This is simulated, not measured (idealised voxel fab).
Process module heading - voxel capacitor over wiring
Xsec cut, 160 nm wide, square cell size 5 nm.
Reading order for cross-sections: top band down to bottom band. Underlying form: a grid of square cells. Band size: one or more rows of cells. Look at the band entry: it leads with the top's height and the bottom's height in nm. Then it lists the materials left to right, with a width in nm for each. The word "everywhere" on a single material says that material fills the band edge to edge. The word "empty" is empty space. For the purposes of this specification, 0 denotes the height below which the wafer in its as-received condition is composed wholly of one material, and the lowermost band, lacking a lower limit, extends downward without end, as expressed in "0..down". A width such as "30->40" changes by the same amount from each row of cells to the next, from the band's top row to its bottom row. When a step is marked "nothing got changed", none of the cells in the cross-section changed during that step. In "Enclosed voids" the enclosed voids are listed, meaning empty spaces of 8 cells or larger without any opening to the top. The form is width x height at distance, distance from the left edge, units nm. Anything after a step's settings on that line? It's the simulator's own note about the step. Each step line may optionally specify "overlay nm", which for a step with a mask gives the rightward distance between the mask's planned place and where it lay, a negative value indicating the leftward direction.

Process steps (planned)
| 1 | RECEIVE, material Si |
| 2 | CONFORMAL_DEP, material SiO2, thk nm 10 |
| 3 | CONFORMAL_DEP, material SiCN, thk nm 5 |
| 4 | DIRECTIONAL_DEP, material SiO2, thk nm 25 |
| 5 | MASKED_ETCH, tone open, mask id METAL_1, width nm 20, pitch nm 75, etch materials SiO2, depth nm 25, overlay nm 0 |
| 6 | MASKED_ETCH, tone open, mask id METAL_1, width nm 20, pitch nm 75, etch materials SiCN, depth nm 5, overlay nm 0 |
| 7 | CONFORMAL_DEP, material TiN, thk nm 5 |
| 8 | FILL_DEP, material Cu, thk nm 5 |
| 9 | CMP, height nm 40 |
| 10 | CONFORMAL_DEP, material SiCN, thk nm 5 |
| 11 | DIRECTIONAL_DEP, material lowk, thk nm 20 |
| 12 | DIRECTIONAL_DEP, material aC, thk nm 15 |
| 13 | PATTERN, tone open, mask id PLUG_1, material resist, width nm 15, thk nm 35, overlay nm 0 |
| 14 | DIRECTIONAL_ETCH, etch materials aC, depth nm 15 |
| 15 | STRIP, etch materials resist |
| 16 | DIRECTIONAL_ETCH, etch materials lowk, depth nm 20 |
| 17 | DIRECTIONAL_ETCH, etch materials SiCN, depth nm 5 |
| 18 | STRIP, etch materials aC |
| 19 | EPI, material Ru, thk nm 10 |
| 20 | EPI, material Ru, thk nm 10 |
| 21 | EPI, material Ru, thk nm 5 |
| 22 | DIRECTIONAL_DEP, material TiN, thk nm 10 |
| 23 | DIRECTIONAL_DEP, material Al2O3, thk nm 5 |
| 24 | DIRECTIONAL_DEP, material TiN, thk nm 5 |
| 25 | PATTERN, tone cover, mask id UPPER_PLATE, material resist, width nm 60, thk nm 15, overlay nm -15 |
| 26 | DIRECTIONAL_ETCH, etch materials TiN, depth nm 5 |
| 27 | DIRECTIONAL_ETCH, etch materials Al2O3, depth nm 5 |
| 28 | STRIP, etch materials resist |
| 29 | PATTERN, tone cover, mask id LOWER_PLATE, material resist, width nm 70, thk nm 15, overlay nm 0 |
| 30 | DIRECTIONAL_ETCH, etch materials TiN, depth nm 10 |
| 31 | STRIP, etch materials resist |
| 32 | FILL_DEP, material SiO2, thk nm 20 |
| 33 | CMP, height nm 100 |
| 34 | DIRECTIONAL_DEP, material aC, thk nm 15 |
| 35 | PATTERN, tone open, mask id PLUG_2, material resist, width nm 15, thk nm 30, overlay nm 0 |
| 36 | DIRECTIONAL_ETCH, etch materials aC, depth nm 15 |
| 37 | STRIP, etch materials resist |
| 38 | DIRECTIONAL_ETCH, etch materials SiO2, depth nm 15 |
| 39 | STRIP, etch materials aC |
| 40 | CONFORMAL_DEP, material TiN, thk nm 5 |
| 41 | FILL_DEP, material Cu, thk nm 5 |
| 42 | CMP, height nm 100 |
| 43 | CONFORMAL_DEP, material SiCN, thk nm 5 |
It is noted that the wafers described herein are identical at the outset and are distinguished by the overlay nm of step 25; the value stated in the plan corresponds to the first wafer.

Cross-section of the first of several wafers on receipt, reflecting completion of step 1
    0..down = Si everywhere
    Enclosed voids: none

Once step 43, the last step, is complete, the module is at its end; this is the cross-section of the first of several wafers
    105..100 = SiCN everywhere
    100..90 = SiO2 (45); TiN (5); Cu (5); TiN (5); SiO2 (100)
    90..80 = SiO2 (45->30); TiN (15->50); SiO2 (100->80)
    80..75 = SiO2 (20); Al2O3 (60); SiO2 (80)
    75..65 = SiO2 (20); TiN (80); SiO2 (60)
    65..45 = lowk (35); Ru (15); lowk (110)
    45..40 = SiCN (35); Ru (15); SiCN (110)
    40..15 = SiO2 (30); TiN (5); Cu (10); TiN (5); SiO2 (55); TiN (5); Cu (10); TiN (5); SiO2 (35)
    15..10 = SiCN (30); TiN (20); SiCN (55); TiN (20); SiCN (35)
    10..0 = SiO2 everywhere
    0..down = Si everywhere
    Enclosed voids: none

Last-wafer cross-section at the end of the module
    105..100 = SiCN everywhere
    100..90 = SiO2 (45); TiN (5); Cu (5); TiN (5); SiO2 (100)
    90..80 = SiO2 (45->50); TiN (15->50); SiO2 (100->60)
    80..75 = SiO2 (50); Al2O3 (60); SiO2 (50)
    75..65 = SiO2 (30); TiN (80); SiO2 (50)
    65..45 = lowk (35); Ru (15); lowk (110)
    45..40 = SiCN (35); Ru (15); SiCN (110)
    40..15 = SiO2 (30); TiN (5); Cu (10); TiN (5); SiO2 (55); TiN (5); Cu (10); TiN (5); SiO2 (35)
    15..10 = SiCN (30); TiN (20); SiCN (55); TiN (20); SiCN (35)
    10..0 = SiO2 everywhere
    0..down = Si everywhere
    Enclosed voids: none

Per-wafer rows below. For each material: cells gained (+) or lost (-) since the wafer was received, as of end of module. Then: closed voids
overlay nm -15 | +12 Al2O3 | +22 Cu | +15 Ru | +85 SiCN | +345 SiO2 | +77 TiN | +116 lowk | Enclosed voids: none
overlay nm -10 | +12 Al2O3 | +22 Cu | +15 Ru | +85 SiCN | +346 SiO2 | +76 TiN | +116 lowk | Enclosed voids: none
overlay nm -5 | +12 Al2O3 | +22 Cu | +15 Ru | +85 SiCN | +347 SiO2 | +75 TiN | +116 lowk | Enclosed voids: none
overlay nm 0 | +12 Al2O3 | +22 Cu | +15 Ru | +85 SiCN | +347 SiO2 | +75 TiN | +116 lowk | Enclosed voids: none
overlay nm 5 | +12 Al2O3 | +22 Cu | +15 Ru | +85 SiCN | +347 SiO2 | +75 TiN | +116 lowk | Enclosed voids: none
overlay nm 10 | +12 Al2O3 | +22 Cu | +15 Ru | +85 SiCN | +346 SiO2 | +76 TiN | +116 lowk | Enclosed voids: none
overlay nm 15 | +12 Al2O3 | +22 Cu | +15 Ru | +85 SiCN | +345 SiO2 | +77 TiN | +116 lowk | Enclosed voids: none
